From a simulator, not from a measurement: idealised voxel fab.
voxel ribs on slabs: a process module
FYI the section here is cut, 255 nm wide, cells are 5 nm squares.
Throughout this document, each cross-section is represented as a grid of square cells and is presented as a sequence of bands enumerated from the top downward, where a band comprises one or more rows of cells.
Heads up on the band format: heights come first, top then bottom, in nm. After that it's the materials left to right, each with its width in nm. A single material flagged "full width" fills the whole band edge to edge, and "empty" means there's empty space there.
Where do heights start? At 0: under that level the wafer as delivered is made of one material only. And the lowest band has no floor; it just carries on downward, as in "0 -> down".
Quick explanation for "30->40": the width changes in equal steps down the rows of cells, from the first number in the band's top row to the second number in its bottom row.
Key: "no alteration" - step with no changed cell in the cross-section.
Basically, "Closed internal cavities" tells you about the enclosed voids: empty spaces with no open way to the top, 8 cells or bigger, each written width x height at distance, where distance is from the left edge, all in nm.
after a step's settings: what the simulator itself notes on the step
On any step carrying a mask, the "overlay nm" setting, if present on the step's line, tells how far right of its planned place the mask lay; negative values point to the left.

Set out below are the planned steps of the process
1,RECEIVE (material Si)
2,DIRECTIONAL_DEP (material SiO2; thk nm 30)
3,DIRECTIONAL_DEP (material SiN; thk nm 15)
4,MASKED_ETCH (tone cover; mask id RIB; width nm 20; etch materials SiN; depth nm 5; overlay nm 0)
5,PATTERN (tone cover; mask id SLAB; material resist; width nm 70; thk nm 20; overlay nm -15)
6,DIRECTIONAL_ETCH (etch materials SiN; depth nm 10)
7,STRIP (etch materials resist)
8,FILL_DEP (material SiO2; thk nm 25)
9,CMP (height nm 60)
10,DIRECTIONAL_DEP (material W; thk nm 10)
11,DIRECTIONAL_DEP (material aC; thk nm 15)
12,PATTERN (tone cover; mask id HEATER; material resist; width nm 30; thk nm 35; overlay nm 0)
13,DIRECTIONAL_ETCH (etch materials aC; depth nm 15)
14,STRIP (etch materials resist)
15,DIRECTIONAL_ETCH (etch materials W; depth nm 10)
16,STRIP (etch materials aC)
17,CONFORMAL_DEP (material SiO2; thk nm 5)
The plan shows the overlay nm of step 5 as the first wafer had it; this setting differs between the wafers, which start out alike.

Cross-section of the first incoming wafer of several, state after step 1
    0 -> down | Si full width
    Closed internal cavities: none

Quick look at the cross-section of the first of several wafers after step 17, which wraps up the module
    75 -> 70 | 105 of empty | 40 of SiO2 | 110 of empty
    70 -> 65 | 105 of empty | 5 of SiO2 | 30 of W | 5 of SiO2 | 110 of empty
    65 -> 60 | 110 of SiO2 | 30 of W | 115 of SiO2
    60 -> 45 | SiO2 full width
    45 -> 40 | 115 of SiO2 | 20 of SiN | 120 of SiO2
    40 -> 30 | 75 of SiO2 | 70 of SiN | 110 of SiO2
    30 -> 0 | SiO2 full width
    0 -> down | Si full width
    Closed internal cavities: none

Cross-sectional view, end of module, last wafer of several
    75 -> 70 | 105 of empty | 40 of SiO2 | 110 of empty
    70 -> 65 | 105 of empty | 5 of SiO2 | 30 of W | 5 of SiO2 | 110 of empty
    65 -> 60 | 110 of SiO2 | 30 of W | 115 of SiO2
    60 -> 45 | SiO2 full width
    45 -> 40 | 115 of SiO2 | 20 of SiN | 120 of SiO2
    40 -> 30 | 105 of SiO2 | 70 of SiN | 80 of SiO2
    30 -> 0 | SiO2 full width
    0 -> down | Si full width
    Closed internal cavities: none

Where each wafer stands at the end of the module, a row apiece: cells of each material gained (+) or lost (-) since it was received, then closed voids
overlay nm -15, +32 SiN, +635 SiO2, +12 W, Closed internal cavities: none
overlay nm -10, +32 SiN, +635 SiO2, +12 W, Closed internal cavities: none
overlay nm -5, +32 SiN, +635 SiO2, +12 W, Closed internal cavities: none
overlay nm 0, +32 SiN, +635 SiO2, +12 W, Closed internal cavities: none
overlay nm 5, +32 SiN, +635 SiO2, +12 W, Closed internal cavities: none
overlay nm 10, +32 SiN, +635 SiO2, +12 W, Closed internal cavities: none
overlay nm 15, +32 SiN, +635 SiO2, +12 W, Closed internal cavities: none
